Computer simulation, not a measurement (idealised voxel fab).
Process module under the name voxel self aligned vias
For reference, the cross-section in this document is cut, with width 205 nm and square cells of 5 nm.
For the purposes of this document, a cross-section shall be understood as a grid of square cells, specified as bands listed in top-to-bottom order, each band consisting of one or more rows of cells.
Quick guide to a band line: top height, bottom height (nm) up front; then every material left to right with its width in nm. Only one material and it's marked "edge to edge"? Then it fills the band edge to edge. And "empty" just means empty space.
Height reference: 0 = level under which incoming wafer is all one material. Lowest band: no bottom, runs on downward, e.g. "0 and below".
A width given as "30->40" starts at the first number in the band's top row and ends at the second number in its bottom row, shifting by an equal amount at every step from row to row.
"all unchanged" for a step: no cell of the cross-section changed in that step.
If an empty space has no open way to the top and is at least 8 cells in size, "closed voids" lists it, written width x height at distance, where distance is measured from the left edge and every value is in nm.
What comes after the settings on a step's line is commentary from the simulator itself on that step.
The "overlay nm" setting may appear on a step's line; for a step that uses a mask, it gives how far to the right of its planned position the mask lay, and a negative value indicates the left.

# The following list gives the planned process steps
1,RECEIVE with material Si
2,CONFORMAL_DEP with material SiO2, thk nm 10
3,CONFORMAL_DEP with material SiCN, thk nm 5
4,DIRECTIONAL_DEP with material lowk, thk nm 30
5,DIRECTIONAL_DEP with material aC, thk nm 10
6,PATTERN with tone open, mask id LINES, material resist, width nm 25, pitch nm 60, thk nm 25, overlay nm 0
7,DIRECTIONAL_ETCH with etch materials aC, depth nm 10
8,STRIP with etch materials resist
9,DIRECTIONAL_ETCH with etch materials lowk, depth nm 30
10,STRIP with etch materials aC
11,CONFORMAL_DEP with material TiN, thk nm 5
12,FILL_DEP with material W, thk nm 5
13,CMP with height nm 45
14,SELECTIVE_ETCH with etch materials W Ru TiN, depth nm 10
15,FILL_DEP with material SiN, thk nm 10
16,CMP with height nm 45
17,DIRECTIONAL_DEP with material lowk, thk nm 15
18,PATTERN with tone open, mask id VIAS, material resist, width nm 45, pitch nm 60, thk nm 15, overlay nm 0
19,DIRECTIONAL_ETCH with etch materials lowk, depth nm 15
20,DIRECTIONAL_ETCH with etch materials SiN, depth nm 10
21,STRIP with etch materials resist
22,CONFORMAL_DEP with material TiN, thk nm 5
23,FILL_DEP with material Ru, thk nm 10
24,CMP with height nm 60
25,CONFORMAL_DEP with material SiN, thk nm 5

# This is the cross-section of the wafer as we received it, i.e. after step 1
0 and below  Si edge to edge
closed voids: none

# Looking at the first of two wafers in cross-section at end of module - ran to plan
65 down to 60  SiN edge to edge
60 down to 50  lowk: 50, TiN: 5, Ru: 35, TiN: 5, lowk: 15, TiN: 5, Ru: 35, TiN: 5, lowk: 50
50 down to 40  lowk: 50->60, TiN: 15->5, Ru: 15, TiN: 15->5, lowk: 15->35, TiN: 15->5, Ru: 15, TiN: 15->5, lowk: 50->60
40 down to 35  lowk: 60, TiN: 25, lowk: 35, TiN: 25, lowk: 60
35 down to 20  lowk: 60, TiN: 5, W: 15, TiN: 5, lowk: 35, TiN: 5, W: 15, TiN: 5, lowk: 60
20 down to 15  lowk: 60, TiN: 25, lowk: 35, TiN: 25, lowk: 60
15 down to 10  SiCN edge to edge
10 down to 0  SiO2 edge to edge
0 and below  Si edge to edge
closed voids: none

# End-of-module cross-section of the second wafer: identical starting point and process plan to the first, with one processing mistake
65 down to 60  SiN edge to edge
60 down to 40  lowk: 50, TiN: 5, Ru: 35, TiN: 5, lowk: 15, TiN: 5, Ru: 35, TiN: 5, lowk: 50
40 down to 35  lowk: 50, TiN: 45, lowk: 15, TiN: 45, lowk: 50
35 down to 30  lowk: 50, TiN: 15, W: 15, TiN: 15, lowk: 15, TiN: 15, W: 15, TiN: 15, lowk: 50
30 down to 20  lowk: 60, TiN: 5, W: 15, TiN: 5, lowk: 35, TiN: 5, W: 15, TiN: 5, lowk: 60
20 down to 15  lowk: 60, TiN: 25, lowk: 35, TiN: 25, lowk: 60
15 down to 10  SiCN edge to edge
10 down to 0  SiO2 edge to edge
0 and below  Si edge to edge
closed voids: none
The plan and the run diverged here: yeah, plan step 19 got run twice
End of process, cell counts, second wafer against first, materials with more or fewer: 16 more of Ru, 8 more of TiN, 24 fewer of lowk
